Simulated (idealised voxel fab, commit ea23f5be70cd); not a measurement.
A process module follows: voxel self aligned contacts.
Square cell edge 5 nm, section width 220 nm, ID cut.
Cross-section spec: square-cell grid; bands listed top down; each band is one or more rows.
For a band, the entry starts with two heights in nm, that of the top and then that of the bottom, and carries on with the band's materials in order from left to right, each alongside its width in nm; the word "full width" beside a single material means it fills the band edge to edge, and "air" means empty space.
Heights are expressed relative to 0, this being the level below which the as-received wafer comprises one material exclusively. The lowest band is unbounded in the downward direction and is denoted as in "0 down".
Per-row width for "30..40": begins at first number (top row of band), ends at second number (bottom row), increment between rows held constant.
"everything unchanged" -> step changed no cross-section cell.
The entry titled "Closed internal voids" provides the empty spaces that have no open way to the top, restricted to those of 8 cells or more. Each is presented as width x height at distance, the distance being measured from the left edge, with all three in nm.
If you see something after the settings on a step's line, that's the simulator's own remark about that step.
What "overlay nm" on a step's line means: if the step has a mask, that mask lay this far to the right of its planned place, or, when the value is negative, to the left.
Heads up before you read on: it's before/after pairs around one process step each, after side only down to the lowest band that changed, step plus settings under the pair. Pairs can be from different runs of this module, same starting wafer, so only chain a pair onto the one above if its "Status quo ante" entry says so.

[Status quo ante]
* 70 to 50: resist 90; air 40; resist 90
* 50 to 45: SiO2 90; air 40; SiO2 90
* 45 to 25: SiO2 70; SiN 35; air 20; SiN 35; SiO2 60
* 25 to 0: SiO2 70; SiN 5; polySi 25; SiN 5; air 20; SiN 5; polySi 25; SiN 5; SiO2 60
* 0 to -5: SiO2 105; air 20; SiO2 95
* -5 down: Si full width
* Closed internal voids: none

[Post-Step Snapshot]
* 50 to 45: SiO2 90; air 40; SiO2 90
* Unchanged below 45.
* Closed internal voids: none
Step between the cross-sections above: op STRIP | etch materials resist

Status quo ante: this step begins from the cross-section that the pair just above shows after its step.

[Post-Step Snapshot]
* 55 to 50: TiN 95; air 30; TiN 95
* 50 to 45: SiO2 90; TiN 20; air 10; TiN 10; SiO2 90
* 45 to 25: SiO2 70; SiN 35; TiN 5; air 10; TiN 5; SiN 35; SiO2 60
* 25 to 0: SiO2 70; SiN 5; polySi 25; SiN 5; TiN 5; air 10; TiN 5; SiN 5; polySi 25; SiN 5; SiO2 60
* 0 to -5: SiO2 105; TiN 20; SiO2 95
* Unchanged below -5.
* Closed internal voids: none
Step between the cross-sections above: op CONFORMAL_DEP | material TiN | thk nm 5

Status quo ante: this step begins from the cross-section that the pair just above shows after its step.

[Post-Step Snapshot]
* 65 to 55: Ru full width
* 55 to 50: TiN 95; Ru 30; TiN 95
* 50 to 45: SiO2 90; TiN 20; Ru 10; TiN 10; SiO2 90
* 45 to 25: SiO2 70; SiN 35; TiN 5; Ru 10; TiN 5; SiN 35; SiO2 60
* 25 to 0: SiO2 70; SiN 5; polySi 25; SiN 5; TiN 5; Ru 10; TiN 5; SiN 5; polySi 25; SiN 5; SiO2 60
* Unchanged below 0.
* Closed internal voids: none
Step between the cross-sections above: op FILL_DEP | material Ru | thk nm 10

Status quo ante: this step begins from the cross-section that the pair just above shows after its step.

[Post-Step Snapshot]
* 50 to 45: SiO2 90; TiN 20; Ru 10; TiN 10; SiO2 90
* Unchanged below 45.
* Closed internal voids: none
Step between the cross-sections above: op CMP | height nm 50

Status quo ante: this step begins from the cross-section that the pair just above shows after its step.

[Post-Step Snapshot]
* 55 to 50: SiN full width
* Unchanged below 50.
* Closed internal voids: none
Step between the cross-sections above: op CONFORMAL_DEP | material SiN | thk nm 5

[Status quo ante]
* 45 to 25: air 70; SiN 25; air 30; SiN 25; air 70
* 25 to 0: air 70; polySi 25; air 30; polySi 25; air 70
* 0 to -5: SiO2 full width
* -5 down: Si full width
* Closed internal voids: none

[Post-Step Snapshot]
* 50 to 45: air 65; TiN 35; air 20; TiN 35; air 65
* 45 to 25: air 65; TiN 5; SiN 25; TiN 5; air 20; TiN 5; SiN 25; TiN 5; air 65
* 25 to 5: air 65; TiN 5; polySi 25; TiN 5; air 20; TiN 5; polySi 25; TiN 5; air 65
* 5 to 0: TiN 70; polySi 25; TiN 30; polySi 25; TiN 70
* Unchanged below 0.
* Closed internal voids: none
Step between the cross-sections above: op CONFORMAL_DEP | material TiN | thk nm 5

Status quo ante: this step begins from the cross-section that the pair just above shows after its step.

[Post-Step Snapshot]
* 65 to 50: SiO2 full width
* 50 to 45: SiO2 65; TiN 35; SiO2 20; TiN 35; SiO2 65
* 45 to 25: SiO2 65; TiN 5; SiN 25; TiN 5; SiO2 20; TiN 5; SiN 25; TiN 5; SiO2 65
* 25 to 5: SiO2 65; TiN 5; polySi 25; TiN 5; SiO2 20; TiN 5; polySi 25; TiN 5; SiO2 65
* Unchanged below 5.
* Closed internal voids: none
Step between the cross-sections above: op FILL_DEP | material SiO2 | thk nm 15

Status quo ante: this step begins from the cross-section that the pair just above shows after its step.

[Post-Step Snapshot]
* 50 to 45: SiO2 65; TiN 35; SiO2 20; TiN 35; SiO2 65
* Unchanged below 45.
* Closed internal voids: none
Step between the cross-sections above: op CMP | height nm 50

Status quo ante: this step begins from the cross-section that the pair just above shows after its step.

[Post-Step Snapshot]
* 70 to 50: resist 90; air 40; resist 90
* Unchanged below 50.
* Closed internal voids: none
Step between the cross-sections above: op PATTERN | tone open | mask id CONTACT | material resist | width nm 40 | thk nm 20 | overlay nm 0

Status quo ante: this step begins from the cross-section that the pair just above shows after its step.

[Post-Step Snapshot]
* 70 to 50: resist 90; air 40; resist 90
* 50 to 45: SiO2 65; TiN 35; air 20; TiN 35; SiO2 65
* 45 to 25: SiO2 65; TiN 5; SiN 25; TiN 5; air 20; TiN 5; SiN 25; TiN 5; SiO2 65
* 25 to 5: SiO2 65; TiN 5; polySi 25; TiN 5; air 20; TiN 5; polySi 25; TiN 5; SiO2 65
* Unchanged below 5.
* Closed internal voids: none
Step between the cross-sections above: op DIRECTIONAL_ETCH | etch materials SiO2 | depth nm 55

Status quo ante: this step begins from the cross-section that the pair just above shows after its step.

[Post-Step Snapshot]
* 50 to 45: SiO2 65; TiN 35; air 20; TiN 35; SiO2 65
* Unchanged below 45.
* Closed internal voids: none
Step between the cross-sections above: op STRIP | etch materials resist

Status quo ante: this step begins from the cross-section that the pair just above shows after its step.

[Post-Step Snapshot]
* 55 to 50: TiN 105; air 10; TiN 105
* 50 to 45: SiO2 65; TiN 40; air 10; TiN 40; SiO2 65
* 45 to 25: SiO2 65; TiN 5; SiN 25; TiN 10; air 10; TiN 10; SiN 25; TiN 5; SiO2 65
* 25 to 10: SiO2 65; TiN 5; polySi 25; TiN 10; air 10; TiN 10; polySi 25; TiN 5; SiO2 65
* 10 to 5: SiO2 65; TiN 5; polySi 25; TiN 30; polySi 25; TiN 5; SiO2 65
* Unchanged below 5.
* Closed internal voids: none
Step between the cross-sections above: op CONFORMAL_DEP | material TiN | thk nm 5

Status quo ante: this step begins from the cross-section that the pair just above shows after its step.

[Post-Step Snapshot]
* 65 to 55: Ru full width
* 55 to 50: TiN 105; Ru 10; TiN 105
* 50 to 45: SiO2 65; TiN 40; Ru 10; TiN 40; SiO2 65
* 45 to 25: SiO2 65; TiN 5; SiN 25; TiN 10; Ru 10; TiN 10; SiN 25; TiN 5; SiO2 65
* 25 to 10: SiO2 65; TiN 5; polySi 25; TiN 10; Ru 10; TiN 10; polySi 25; TiN 5; SiO2 65
* Unchanged below 10.
* Closed internal voids: none
Step between the cross-sections above: op FILL_DEP | material Ru | thk nm 10

Status quo ante: this step begins from the cross-section that the pair just above shows after its step.

[Post-Step Snapshot]
* 50 to 45: SiO2 65; TiN 40; Ru 10; TiN 40; SiO2 65
* Unchanged below 45.
* Closed internal voids: none
Step between the cross-sections above: op CMP | height nm 50

Status quo ante: this step begins from the cross-section that the pair just above shows after its step.

[Post-Step Snapshot]
* 55 to 50: SiN full width
* Unchanged below 50.
* Closed internal voids: none
Step between the cross-sections above: op CONFORMAL_DEP | material SiN | thk nm 5

[Status quo ante]
* 45 to 25: SiN full width
* 25 to 0: polySi full width
* 0 to -5: SiO2 full width
* -5 down: Si full width
* Closed internal voids: none

[Post-Step Snapshot]
* 65 to 45: resist 70; air 25; resist 30; air 25; resist 70
* Unchanged below 45.
* Closed internal voids: none
Step between the cross-sections above: op PATTERN | tone open | mask id GATE | material resist | width nm 25 | pitch nm 55 | thk nm 20 | overlay nm 0

Status quo ante: this step begins from the cross-section that the pair just above shows after its step.

[Post-Step Snapshot]
* 65 to 45: resist 70; air 25; resist 30; air 25; resist 70
* 45 to 25: SiN 70; air 25; SiN 30; air 25; SiN 70
* Unchanged below 25.
* Closed internal voids: none
Step between the cross-sections above: op DIRECTIONAL_ETCH | etch materials SiN | depth nm 20

Status quo ante: this step begins from the cross-section that the pair just above shows after its step.

[Post-Step Snapshot]
* 65 to 45: resist 70; air 25; resist 30; air 25; resist 70
* 45 to 25: SiN 70; air 25; SiN 30; air 25; SiN 70
* 25 to 0: polySi 70; air 25; polySi 30; air 25; polySi 70
* Unchanged below 0.
* Closed internal voids: none
Step between the cross-sections above: op DIRECTIONAL_ETCH | etch materials polySi | depth nm 25

Status quo ante: this step begins from the cross-section that the pair just above shows after its step.

[Post-Step Snapshot]
* 45 to 25: SiN 70; air 25; SiN 30; air 25; SiN 70
* Unchanged below 25.
* Closed internal voids: none
Step between the cross-sections above: op STRIP | etch materials resist

Status quo ante: this step begins from the cross-section that the pair just above shows after its step.

[Post-Step Snapshot]
* 50 to 25: SiN 75; air 15; SiN 40; air 15; SiN 75
* 25 to 5: polySi 70; SiN 5; air 15; SiN 5; polySi 30; SiN 5; air 15; SiN 5; polySi 70
* 5 to 0: polySi 70; SiN 25; polySi 30; SiN 25; polySi 70
* Unchanged below 0.
* Closed internal voids: none
Step between the cross-sections above: op CONFORMAL_DEP | material SiN | thk nm 5

Status quo ante: this step begins from the cross-section that the pair just above shows after its step.

[Post-Step Snapshot]
* 45 to 25: SiN 75; air 15; SiN 40; air 15; SiN 75
* 25 to 0: polySi 70; SiN 5; air 15; SiN 5; polySi 30; SiN 5; air 15; SiN 5; polySi 70
* Unchanged below 0.
* Closed internal voids: none
Step between the cross-sections above: op DIRECTIONAL_ETCH | etch materials SiN | depth nm 5

Status quo ante: this step begins from the cross-section that the pair just above shows after its step.

[Post-Step Snapshot]
* 60 to 45: SiO2 full width
* 45 to 25: SiN 75; SiO2 15; SiN 40; SiO2 15; SiN 75
* 25 to 0: polySi 70; SiN 5; SiO2 15; SiN 5; polySi 30; SiN 5; SiO2 15; SiN 5; polySi 70
* Unchanged below 0.
* Closed internal voids: none
Step between the cross-sections above: op FILL_DEP | material SiO2 | thk nm 15

Status quo ante: this step begins from the cross-section that the pair just above shows after its step.

[Post-Step Snapshot]
* 50 to 45: SiO2 full width
* Unchanged below 45.
* Closed internal voids: none
Step between the cross-sections above: op CMP | height nm 50

Status quo ante: this step begins from the cross-section that the pair just above shows after its step.

[Post-Step Snapshot]
* 70 to 50: resist 90; air 40; resist 90
* Unchanged below 50.
* Closed internal voids: none
Step between the cross-sections above: op PATTERN | tone open | mask id CONTACT | material resist | width nm 40 | thk nm 20 | overlay nm 0

Status quo ante: this step begins from the cross-section that the pair just above shows after its step.

[Post-Step Snapshot]
* 70 to 50: resist 90; air 40; resist 90
* 50 to 45: SiO2 90; air 40; SiO2 90
* Unchanged below 45.
* Closed internal voids: none
Step between the cross-sections above: op DIRECTIONAL_ETCH | etch materials SiO2 | depth nm 55

Status quo ante: this step begins from the cross-section that the pair just above shows after its step.

[Post-Step Snapshot]
* 50 to 45: SiO2 90; air 40; SiO2 90
* Unchanged below 45.
* Closed internal voids: none
Step between the cross-sections above: op STRIP | etch materials resist

Status quo ante: this step begins from the cross-section that the pair just above shows after its step.

[Post-Step Snapshot]
* 55 to 50: TiN 95; air 30; TiN 95
* 50 to 45: SiO2 90; TiN 40; SiO2 90
* Unchanged below 45.
* Closed internal voids: none
Step between the cross-sections above: op CONFORMAL_DEP | material TiN | thk nm 5

Status quo ante: this step begins from the cross-section that the pair just above shows after its step.

[Post-Step Snapshot]
* 65 to 55: Ru full width
* 55 to 50: TiN 95; Ru 30; TiN 95
* Unchanged below 50.
* Closed internal voids: none
Step between the cross-sections above: op FILL_DEP | material Ru | thk nm 10

Status quo ante: this step begins from the cross-section that the pair just above shows after its step.

[Post-Step Snapshot]
* 50 to 45: SiO2 90; TiN 40; SiO2 90
* Unchanged below 45.
* Closed internal voids: none
Step between the cross-sections above: op CMP | height nm 50

Status quo ante: this step begins from the cross-section that the pair just above shows after its step.

[Post-Step Snapshot]
* 55 to 50: SiN full width
* Unchanged below 50.
* Closed internal voids: none
Step between the cross-sections above: op CONFORMAL_DEP | material SiN | thk nm 5
